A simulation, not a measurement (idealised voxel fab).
process module | voxel transistor to metal
cross-section cut | 285 nm wide | cells 5 nm
A cross-section is a grid of square cells, given in bands from the top down. A band is one or more rows of cells.
Each band's line starts with the height of the band's top and of its bottom, in nm. Then come its materials from left to right, each with its width in nm. One material with "throughout" fills the band from edge to edge. "air" is empty space.
Height 0 is the level under which the wafer as received is all one material. The lowest band goes on downwards, as in "0 down".
A width such as "30 to 40" changes by the same amount from each row of cells to the next, from the band's top row to its bottom row.
"no change" after a step means that no cell of the cross-section changed.
closed voids: empty space of 8 cells or more with no open way to the top, each as width x height at its distance from the left edge, in nm
after a step's settings: what the simulator itself notes on the step
overlay nm, on a step with a mask: how far to the right of its planned place the mask lay; to the left if negative
plan
1 op RECEIVE | material Si
2 op OXIDIZE | depth nm 5
3 op CONFORMAL_DEP | material SiN | thk nm 10
4 op MASKED_ETCH | tone cover | mask id ACTIVE | width nm 100 | pitch nm 130 | etch materials SiN | depth nm 10 | overlay nm 0
5 op MASKED_ETCH | tone cover | mask id ACTIVE | width nm 100 | pitch nm 130 | etch materials SiO2 | depth nm 5 | overlay nm 0
6 op MASKED_ETCH | tone cover | mask id ACTIVE | width nm 100 | pitch nm 130 | etch materials Si | depth nm 30 | overlay nm 0
7 op FILL_DEP | material SiO2 | thk nm 5
8 op CMP | height nm 10
9 op SELECTIVE_ETCH | etch materials SiO2 | depth nm 5
10 op STRIP | etch materials SiN
11 op SELECTIVE_ETCH | etch materials SiO2 | depth nm 5
12 op OXIDIZE | depth nm 5
13 op DIRECTIONAL_DEP | material polySi | thk nm 25
14 op DIRECTIONAL_DEP | material SiCN | thk nm 15
15 op DIRECTIONAL_DEP | material aC | thk nm 15
16 op PATTERN | tone cover | mask id GATE | material resist | width nm 20 | pitch nm 130 | thk nm 35 | overlay nm 0
17 op DIRECTIONAL_ETCH | etch materials aC | depth nm 15
18 op STRIP | etch materials resist
19 op DIRECTIONAL_ETCH | etch materials SiCN | depth nm 25
20 op DIRECTIONAL_ETCH | etch materials polySi | depth nm 35
21 op STRIP | etch materials aC
22 op CONFORMAL_DEP | material SiO2 | thk nm 5
23 op DIRECTIONAL_ETCH | etch materials SiO2 | depth nm 5
24 op CONFORMAL_DEP | material SiN | thk nm 10
25 op DIRECTIONAL_ETCH | etch materials SiN | depth nm 10
26 op DIRECTIONAL_ETCH | etch materials SiO2 | depth nm 5
27 op EPI | material pSi | thk nm 5
28 op FILL_DEP | material SiO2 | thk nm 10
29 op CMP | height nm 35
30 op DIRECTIONAL_DEP | material SiO2 | thk nm 15
31 op PATTERN | tone open | mask id CONTACT | material resist | width nm 15 | pitch nm 65 | thk nm 20 | overlay nm 0
32 op DIRECTIONAL_ETCH | etch materials SiO2 | depth nm 55
33 op STRIP | etch materials resist
34 op CONFORMAL_DEP | material TiN | thk nm 5
35 op FILL_DEP | material Ru | thk nm 5
36 op CMP | height nm 50
37 op CONFORMAL_DEP | material SiCN | thk nm 5
38 op DIRECTIONAL_DEP | material lowk | thk nm 20
39 op PATTERN | tone open | mask id METAL_1 | material resist | width nm 15 | pitch nm 65 | thk nm 15 | overlay nm 0
40 op DIRECTIONAL_ETCH | etch materials lowk | depth nm 20
41 op DIRECTIONAL_ETCH | etch materials SiCN | depth nm 5
42 op STRIP | etch materials resist
43 op CONFORMAL_DEP | material TiN | thk nm 5
44 op FILL_DEP | material W | thk nm 10
45 op CMP | height nm 75
46 op EPI | material Ru | thk nm 5
47 op FILL_DEP | material SiCN | thk nm 5
as received, after step 1
  0 down: Si throughout
  closed voids: none
first wafer at the end, as planned
  85 to 80: SiCN throughout
  80 to 75: SiCN 30 | Ru 25 | SiCN 40 | Ru 25 | SiCN 40 | Ru 25 | SiCN 40 | Ru 25 | SiCN 35
  75 to 55: lowk 35 | TiN 5 | W 5 | TiN 5 | lowk 50 | TiN 5 | W 5 | TiN 5 | lowk 50 | TiN 5 | W 5 | TiN 5 | lowk 50 | TiN 5 | W 5 | TiN 5 | lowk 40
  55 to 50: SiCN 35 | TiN 15 | SiCN 50 | TiN 15 | SiCN 50 | TiN 15 | SiCN 50 | TiN 15 | SiCN 40
  50 to 35: SiO2 35 | TiN 5 | Ru 5 | TiN 5 | SiO2 50 | TiN 5 | Ru 5 | TiN 5 | SiO2 50 | TiN 5 | Ru 5 | TiN 5 | SiO2 50 | TiN 5 | Ru 5 | TiN 5 | SiO2 40
  35 to 20: SiO2 35 | TiN 5 | Ru 5 | TiN 5 | SiN 10 | SiO2 5 | SiCN 20 | SiO2 5 | SiN 10 | TiN 5 | Ru 5 | TiN 5 | SiO2 50 | TiN 5 | Ru 5 | TiN 5 | SiN 10 | SiO2 5 | SiCN 20 | SiO2 5 | SiN 10 | TiN 5 | Ru 5 | TiN 5 | SiO2 40
  20 to 0: SiO2 35 | TiN 5 | Ru 5 | TiN 5 | SiN 10 | SiO2 5 | polySi 20 | SiO2 5 | SiN 10 | TiN 5 | Ru 5 | TiN 5 | SiO2 50 | TiN 5 | Ru 5 | TiN 5 | SiN 10 | SiO2 5 | polySi 20 | SiO2 5 | SiN 10 | TiN 5 | Ru 5 | TiN 5 | SiO2 40
  0 to -5: SiO2 25 | SiN 10 | TiN 15 | SiN 10 | SiO2 5 | polySi 20 | SiO2 5 | SiN 10 | TiN 15 | SiN 10 | SiO2 30 | SiN 10 | TiN 15 | SiN 10 | SiO2 5 | polySi 20 | SiO2 5 | SiN 10 | TiN 15 | SiN 10 | SiO2 30
  -5 to -10: SiO2 35 | pSi 15 | SiO2 50 | pSi 15 | SiO2 50 | pSi 15 | SiO2 50 | pSi 15 | SiO2 40
  -10 to -35: SiO2 25 | Si 100 | SiO2 30 | Si 100 | SiO2 30
  -35 down: Si throughout
  closed voids: none
second wafer at the end: like start, like plan, one mistake
  85 to 80: SiCN throughout
  80 to 75: SiCN 30 | Ru 25 | SiCN 40 | Ru 25 | SiCN 40 | Ru 25 | SiCN 40 | Ru 25 | SiCN 35
  75 to 55: lowk 35 | TiN 5 | W 5 | TiN 5 | lowk 50 | TiN 5 | W 5 | TiN 5 | lowk 50 | TiN 5 | W 5 | TiN 5 | lowk 50 | TiN 5 | W 5 | TiN 5 | lowk 40
  55 to 50: SiCN 35 | TiN 15 | SiCN 50 | TiN 15 | SiCN 50 | TiN 15 | SiCN 50 | TiN 15 | SiCN 40
  50 to 40: SiO2 35 | TiN 5 | Ru 5 | TiN 5 | SiO2 50 | TiN 5 | Ru 5 | TiN 5 | SiO2 50 | TiN 5 | Ru 5 | TiN 5 | SiO2 50 | TiN 5 | Ru 5 | TiN 5 | SiO2 40
  40 to 35: SiO2 35 | TiN 15 | SiO2 50 | TiN 15 | SiO2 50 | TiN 15 | SiO2 50 | TiN 15 | SiO2 40
  35 to 25: SiCN 65 | SiO2 5 | SiN 10 | SiO2 5 | SiCN 110 | SiO2 5 | SiN 10 | SiO2 5 | SiCN 70
  25 to 20: polySi 20 | SiCN 45 | SiO2 5 | SiN 10 | SiO2 5 | SiCN 45 | polySi 20 | SiCN 45 | SiO2 5 | SiN 10 | SiO2 5 | SiCN 45 | polySi 25
  20 to 0: polySi 65 | SiO2 5 | SiN 10 | SiO2 5 | polySi 110 | SiO2 5 | SiN 10 | SiO2 5 | polySi 70
  0 to -5: SiO2 20 | polySi 45 | SiO2 5 | SiN 10 | SiO2 5 | polySi 45 | SiO2 20 | polySi 45 | SiO2 5 | SiN 10 | SiO2 5 | polySi 45 | SiO2 25
  -5 to -10: SiO2 throughout
  -10 to -35: SiO2 25 | Si 100 | SiO2 30 | Si 100 | SiO2 30
  -35 down: Si throughout
  closed voids: none
what went wrong: step 16 ran as: op PATTERN | tone open | mask id GATE | material resist | width nm 20 | pitch nm 130 | thk nm 35 | overlay nm 0
at the end the second wafer has, in cells: 32 fewer of Ru | 110 more of SiCN | 40 fewer of SiN | 167 fewer of SiO2 | 64 fewer of TiN | 12 fewer of pSi | 205 more of polySi
